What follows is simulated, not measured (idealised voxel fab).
voxel wiring stack: a process module
Shown is cross-section cut, with a width of 255 nm and square cells of size 5 nm.
Cross-section format: a grid of square cells, given as bands from top to bottom; each band is one or more rows of cells. The entry gives the band's vertical extent as a top height and a bottom height in nm, then its horizontal make-up as materials from left to right, each with a width in nm. "air" stands for empty space; a single material marked "edge to edge" fills the band edge to edge. Where do heights start? At 0: under that level the wafer as delivered is made of one material only. And the lowest band has no floor; it just carries on downward, as in "0 down". Width spec "30->40" -> top row of cells at first value, bottom row at second value, equal per-row change in between. The cross-section has no changed cell in any step marked "no change". "Fully enclosed voids": sealed empty spaces, 8 cells or more, no open way to top, listed width x height at distance, with distance from the left edge and width, height and distance in nm. On a step's line, text after the settings is the simulator commenting on that step. overlay nm: right-of-plan distance of the mask on a masked step; negative values mean left-of-plan.

### Steps in the process plan
- 1: RECEIVE: material Si
- 2: CONFORMAL_DEP: material SiO2, thk nm 10
- 3: DIRECTIONAL_DEP: material TiN, thk nm 5
- 4: DIRECTIONAL_DEP: material Ru, thk nm 25
- 5: PATTERN: tone cover, mask id METAL_1, material resist, width nm 25, pitch nm 45, thk nm 20, overlay nm 0
- 6: DIRECTIONAL_ETCH: etch materials Ru, depth nm 25
- 7: DIRECTIONAL_ETCH: etch materials TiN, depth nm 5
- 8: STRIP: etch materials resist
- 9: CONFORMAL_DEP: material SiN, thk nm 5
- 10: FILL_DEP: material lowk, thk nm 5
- 11: CMP: height nm 40
- 12: CONFORMAL_DEP: material SiCN, thk nm 5
- 13: DIRECTIONAL_DEP: material lowk, thk nm 25
- 14: PATTERN: tone open, mask id METAL_2, material resist, width nm 25, pitch nm 45, thk nm 20, overlay nm 0
- 15: DIRECTIONAL_ETCH: etch materials lowk, depth nm 15
- 16: STRIP: etch materials resist
- 17: PATTERN: tone open, mask id METAL_2_HOLES, material resist, width nm 15, pitch nm 45, thk nm 20, overlay nm 0
- 18: DIRECTIONAL_ETCH: etch materials lowk, depth nm 10
- 19: DIRECTIONAL_ETCH: etch materials SiCN, depth nm 5
- 20: STRIP: etch materials resist
- 21: CONFORMAL_DEP: material TiN, thk nm 5
- 22: FILL_DEP: material Cu, thk nm 5
- 23: CMP: height nm 70
- 24: CONFORMAL_DEP: material SiN, thk nm 5

### As-received state of the wafer in cross-section, equivalent to post-step 1
> 0 down = Si edge to edge
> Fully enclosed voids: none

### The module was run from the start shown above using the plan shown above, but one mistake was made doing it; the resulting wafer cross-section is below
> 75 to 70 = SiN edge to edge
> 70 to 60 = 45 nm lowk, then 5 nm TiN, then 15 nm Cu, then 5 nm TiN, then 20 nm lowk, then 5 nm TiN, then 15 nm Cu, then 5 nm TiN, then 20 nm lowk, then 5 nm TiN, then 15 nm Cu, then 5 nm TiN, then 20 nm lowk, then 5 nm TiN, then 15 nm Cu, then 5 nm TiN, then 50 nm lowk
> 60 to 55 = 45 nm lowk, then 5 nm TiN, then 5 nm Cu, then 15 nm TiN, then 20 nm lowk, then 5 nm TiN, then 5 nm Cu, then 15 nm TiN, then 20 nm lowk, then 5 nm TiN, then 5 nm Cu, then 15 nm TiN, then 20 nm lowk, then 5 nm TiN, then 5 nm Cu, then 15 nm TiN, then 50 nm lowk
> 55 to 45 = 45 nm lowk, then 5 nm TiN, then 5 nm Cu, then 5 nm TiN, then 30 nm lowk, then 5 nm TiN, then 5 nm Cu, then 5 nm TiN, then 30 nm lowk, then 5 nm TiN, then 5 nm Cu, then 5 nm TiN, then 30 nm lowk, then 5 nm TiN, then 5 nm Cu, then 5 nm TiN, then 60 nm lowk
> 45 to 40 = 45 nm SiCN, then 15 nm TiN, then 30 nm SiCN, then 15 nm TiN, then 30 nm SiCN, then 15 nm TiN, then 30 nm SiCN, then 15 nm TiN, then 60 nm SiCN
> 40 to 35 = 45 nm SiN, then 25 nm TiN, then 20 nm SiN, then 25 nm TiN, then 20 nm SiN, then 25 nm TiN, then 20 nm SiN, then 25 nm TiN, then 50 nm SiN
> 35 to 10 = Ru edge to edge
> 10 to 0 = SiO2 edge to edge
> 0 down = Si edge to edge
> Fully enclosed voids: none
What was the processing mistake? order of steps 3 and 4 inverted relative to the plan
